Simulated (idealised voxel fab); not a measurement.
process module | voxel plated lines
Cross-section cut: width 300 nm, square cells of 5 nm.
Notation: cross-section as square-cell grid; stated in bands, top first, going down; one or more cell rows per band.
For a band, the entry starts with two heights in nm, that of the top and then that of the bottom, and carries on with the band's materials in order from left to right, each alongside its width in nm; the word "full width" beside a single material means it fills the band edge to edge, and "blank" means empty space.
Height datum 0, below which the as-received substrate wafer is one material. Lowest band open at the bottom, running downward: "from 0 down".
The notation "30 to 40" denotes a width that varies across the rows of cells in the band, beginning at the first number in the top row, finishing at the second number in the bottom row, and changing by an identical amount from each row to the next.
"remained the same", as given for a step, is the statement that not any cell of the cross-section underwent a change during that step.
"Closed void roster" contains a list of empty spaces, each no smaller than 8 cells and without an open way to the top, written in the form width x height at distance with the distance from the left edge and all three in nm.
Post-settings text on a step line: simulator's own remark regarding the step.
overlay nm: step with mask; distance mask lay right of planned place; negative value = left of planned place.

The steps planned for the process are as follows
1. RECEIVE: material Si
2. CONFORMAL_DEP: material Al2O3, thk nm 15
3. DIRECTIONAL_DEP: material TiN, thk nm 5
4. PATTERN: tone open, mask id LINES, material resist, width nm 25, pitch nm 55, thk nm 35, overlay nm 0
5. EPI: material Ru, thk nm 5
6. EPI: material Ru, thk nm 5
7. EPI: material Ru, thk nm 5
8. STRIP: etch materials resist
9. DIRECTIONAL_ETCH: etch materials TiN, depth nm 5
10. CONFORMAL_DEP: material SiN, thk nm 10

Incoming wafer in cross-section (state: after step 1)
    from 0 down: Si full width
    Closed void roster: none

Wafer cross-section at module end: first of two, run to plan
    from 45 to 35: 100 blank  45 SiN  10 blank  45 SiN  100 blank
    from 35 to 25: 100 blank  10 SiN  25 Ru  10 SiN  10 blank  10 SiN  25 Ru  10 SiN  100 blank
    from 25 to 20: 110 SiN  25 Ru  30 SiN  25 Ru  110 SiN
    from 20 to 15: 110 SiN  25 TiN  30 SiN  25 TiN  110 SiN
    from 15 to 0: Al2O3 full width
    from 0 down: Si full width
    Closed void roster: none

Second of two wafers, module complete, sectioned: it shares the first wafer's start and plan but was run with one mistake
    from 50 to 35: 95 blank  110 SiN  95 blank
    from 35 to 30: 95 blank  15 SiN  25 Ru  30 SiN  25 Ru  15 SiN  95 blank
    from 30 to 20: 110 SiN  25 Ru  30 SiN  25 Ru  110 SiN
    from 20 to 15: 110 SiN  25 TiN  30 SiN  25 TiN  110 SiN
    from 15 to 0: Al2O3 full width
    from 0 down: Si full width
    Closed void roster: none
Processing error: step 10 ran differently from the plan; actual operation with settings: CONFORMAL_DEP: material SiN, thk nm 15
Looking at both finished wafers in cells, the second ends up ahead of or behind the first on some materials: SiN +76
